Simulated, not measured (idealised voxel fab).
Process module heading - voxel fin reveal
FYI the section here is cut, 140 nm wide, cells are 5 nm squares.
Reading order for cross-sections: top band down to bottom band. Underlying form: a grid of square cells. Band size: one or more rows of cells.
Band entry format. Leading values: height of top, height of bottom, nm. Remainder: materials in left-to-right order, each with its width in nm. Special words: "edge to edge" on a single material, which then fills the band edge to edge; "blank", empty space.
Zero point of the height axis is 0; under it, received wafer = one material. Lowest band: continues down indefinitely, "top 0, no bottom".
Width "30->40": first value at the band's top row of cells, second value at its bottom row, equal change from row to row.
Reading "all unchanged" for a step: not a cell of the cross-section changed in it.
So "Closed internal cavities" is basically the list of trapped voids: any empty space of 8 cells or more that can't reach the top through an opening. They're written width x height at distance, the distance being from the left edge, and it's all nm.
That trailing text on a step's line, after the settings, is the simulator's own remark on the step.
What "overlay nm" on a step's line means: if the step has a mask, that mask lay this far to the right of its planned place, or, when the value is negative, to the left.
Plan:
1. RECEIVE (material Si)
2. CONFORMAL_DEP (material SiN; thk nm 10)
3. MASKED_ETCH (tone cover; mask id FINS; width nm 15; pitch nm 35; etch materials SiN; depth nm 10; overlay nm 0)
4. MASKED_ETCH (tone cover; mask id FINS; width nm 15; pitch nm 35; etch materials Si; depth nm 30; overlay nm 0)
5. FILL_DEP (material SiO2; thk nm 5)
6. CMP (height nm 10)
7. SELECTIVE_ETCH (etch materials SiO2; depth nm 25)
8. STRIP (etch materials SiN)
As-received state of the wafer in cross-section, equivalent to post-step 1:
- top 0, no bottom  Si edge to edge
- Closed internal cavities: none
Result of the module, cross-sectioned: start per above, plan per above, one error in how it was run:
- top 0, bottom -15  blank=45 / Si=15 / blank=20 / Si=15 / blank=45
- top -15, bottom -25  SiO2=20 / blank=25 / Si=15 / blank=20 / Si=15 / blank=25 / SiO2=20
- top -25, bottom -30  SiO2=45 / Si=15 / SiO2=20 / Si=15 / SiO2=45
- top -30, no bottom  Si edge to edge
- Closed internal cavities: none
Processing error: steps 7 and 8 run out of order (swapped)
